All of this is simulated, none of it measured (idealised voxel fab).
Process module, titled voxel self aligned vias
We display cut, a cross-section 290 nm in width whose square cells are each 5 nm.
The cross-sections in this document take the form of a grid made of square cells. They are written out as bands, in order from top to bottom. Each band consists of one or more rows of cells.
Band entry format. Leading values: height of top, height of bottom, nm. Remainder: materials in left-to-right order, each with its width in nm. Special words: "everywhere" on a single material, which then fills the band edge to edge; "empty", empty space.
Ref level 0: as-received wafer is one material below here. Bottom band extends down with no lower bound ("0 down").
Think of "30..40" as a width that walks from the first number to the second as you go down the band, top row to bottom row, taking equal-sized steps from row to row.
No cell of the cross-section changed in a step that is given as "same as before".
"Completely enclosed voids" - sealed voids, min. 8 cells, no opening to top; format: width x height at distance (distance from left edge; nm throughout).
Anything after a step's settings on that line? It's the simulator's own note about the step.
overlay nm: step with mask; distance mask lay right of planned place; negative value = left of planned place.

# Process steps (planned)
1. RECEIVE, material Si
2. CONFORMAL_DEP, material SiO2, thk nm 15
3. CONFORMAL_DEP, material SiCN, thk nm 5
4. DIRECTIONAL_DEP, material SiO2, thk nm 20
5. MASKED_ETCH, tone open, mask id LINES, width nm 30, pitch nm 65, etch materials SiO2, depth nm 20, overlay nm 0
6. CONFORMAL_DEP, material TiN, thk nm 5
7. FILL_DEP, material Ru, thk nm 10
8. CMP, height nm 40
9. SELECTIVE_ETCH, etch materials W Ru TiN, depth nm 5
10. FILL_DEP, material SiN, thk nm 10
11. CMP, height nm 40
12. DIRECTIONAL_DEP, material SiO2, thk nm 15
13. DIRECTIONAL_DEP, material aC, thk nm 10
14. PATTERN, tone open, mask id VIAS, material resist, width nm 40, pitch nm 130, thk nm 30, overlay nm 0
15. DIRECTIONAL_ETCH, etch materials aC, depth nm 10
16. STRIP, etch materials resist
17. DIRECTIONAL_ETCH, etch materials SiO2, depth nm 15
18. DIRECTIONAL_ETCH, etch materials SiN, depth nm 5
19. STRIP, etch materials aC
20. CONFORMAL_DEP, material TiN, thk nm 5
21. FILL_DEP, material W, thk nm 10
22. CMP, height nm 55
23. CONFORMAL_DEP, material SiCN, thk nm 5

# Incoming wafer in cross-section (state: after step 1)
* 0 down: Si everywhere
* Completely enclosed voids: none

# Cross-section, end of module. Start: as above. Plan: as above. Execution: one mistake
* 60 to 55: SiCN everywhere
* 55 to 45: SiO2=60; TiN=5; W=30; TiN=5; SiO2=90; TiN=5; W=30; TiN=5; SiO2=60
* 45 to 40: SiO2=60; TiN=40; SiO2=90; TiN=40; SiO2=60
* 40 to 35: SiO2=65; Ru=30; SiO2=35; Ru=30; SiO2=35; Ru=30; SiO2=65
* 35 to 25: SiO2=65; TiN=5; Ru=20; TiN=5; SiO2=35; TiN=5; Ru=20; TiN=5; SiO2=35; TiN=5; Ru=20; TiN=5; SiO2=65
* 25 to 20: SiO2=65; TiN=30; SiO2=35; TiN=30; SiO2=35; TiN=30; SiO2=65
* 20 to 15: SiCN everywhere
* 15 to 0: SiO2 everywhere
* 0 down: Si everywhere
* Completely enclosed voids: none
Processing error: step 10 did not use the planned setting and instead ran as FILL_DEP, material Ru, thk nm 10
